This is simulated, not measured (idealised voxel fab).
process module | voxel ribs on slabs
cross-section cut | 300 nm wide | cells 5 nm
A cross-section is a grid of square cells, given in bands from the top down. A band is one or more rows of cells.
Each band's line starts with the height of the band's top and of its bottom, in nm. Then come its materials from left to right, each with its width in nm. One material with "throughout" fills the band from edge to edge. "air" is empty space.
Height 0 is the level under which the wafer as received is all one material. The lowest band goes on downwards, as in "0 down".
A width such as "30 to 40" changes by the same amount from each row of cells to the next, from the band's top row to its bottom row.
"no change" after a step means that no cell of the cross-section changed.
closed voids: empty space of 8 cells or more with no open way to the top, each as width x height at its distance from the left edge, in nm
after a step's settings: what the simulator itself notes on the step
overlay nm, on a step with a mask: how far to the right of its planned place the mask lay; to the left if negative
plan
1 op RECEIVE | material Si
2 op DIRECTIONAL_DEP | material SiO2 | thk nm 20
3 op DIRECTIONAL_DEP | material polySi | thk nm 20
4 op DIRECTIONAL_DEP | material aC | thk nm 15
5 op PATTERN | tone cover | mask id RIB | material resist | width nm 30 | thk nm 30 | overlay nm 0
6 op DIRECTIONAL_ETCH | etch materials aC | depth nm 15
7 op STRIP | etch materials resist
8 op DIRECTIONAL_ETCH | etch materials polySi | depth nm 10
9 op STRIP | etch materials aC
10 op PATTERN | tone cover | mask id SLAB | material resist | width nm 90 | thk nm 20 | overlay nm 0
11 op DIRECTIONAL_ETCH | etch materials polySi | depth nm 10
12 op STRIP | etch materials resist
13 op FILL_DEP | material SiO2 | thk nm 30
14 op CMP | height nm 60
15 op DIRECTIONAL_DEP | material TiN | thk nm 5
16 op DIRECTIONAL_DEP | material aC | thk nm 15
17 op PATTERN | tone cover | mask id HEATER | material resist | width nm 40 | thk nm 30 | overlay nm 0
18 op DIRECTIONAL_ETCH | etch materials aC | depth nm 15
19 op STRIP | etch materials resist
20 op DIRECTIONAL_ETCH | etch materials TiN | depth nm 5
21 op STRIP | etch materials aC
22 op CONFORMAL_DEP | material SiO2 | thk nm 5
as received, after step 1
  0 down: Si throughout
  closed voids: none
first wafer at the end, as planned
  70 to 65: air 125 | SiO2 50 | air 125
  65 to 60: SiO2 130 | TiN 40 | SiO2 130
  60 to 40: SiO2 throughout
  40 to 30: SiO2 135 | polySi 30 | SiO2 135
  30 to 20: SiO2 105 | polySi 90 | SiO2 105
  20 to 0: SiO2 throughout
  0 down: Si throughout
  closed voids: none
second wafer at the end: like start, like plan, one mistake
  70 to 65: air 125 | SiO2 50 | air 125
  65 to 60: SiO2 130 | TiN 40 | SiO2 130
  60 to 40: SiO2 throughout
  40 to 30: SiO2 105 | polySi 30 | SiO2 30 | polySi 30 | SiO2 105
  30 to 20: polySi throughout
  20 to 0: SiO2 throughout
  0 down: Si throughout
  closed voids: none
what went wrong: step 5 ran as: op PATTERN | tone open | mask id RIB | material resist | width nm 30 | thk nm 30 | overlay nm 0
at the end the second wafer has, in cells: 96 fewer of SiO2 | 96 more of polySi
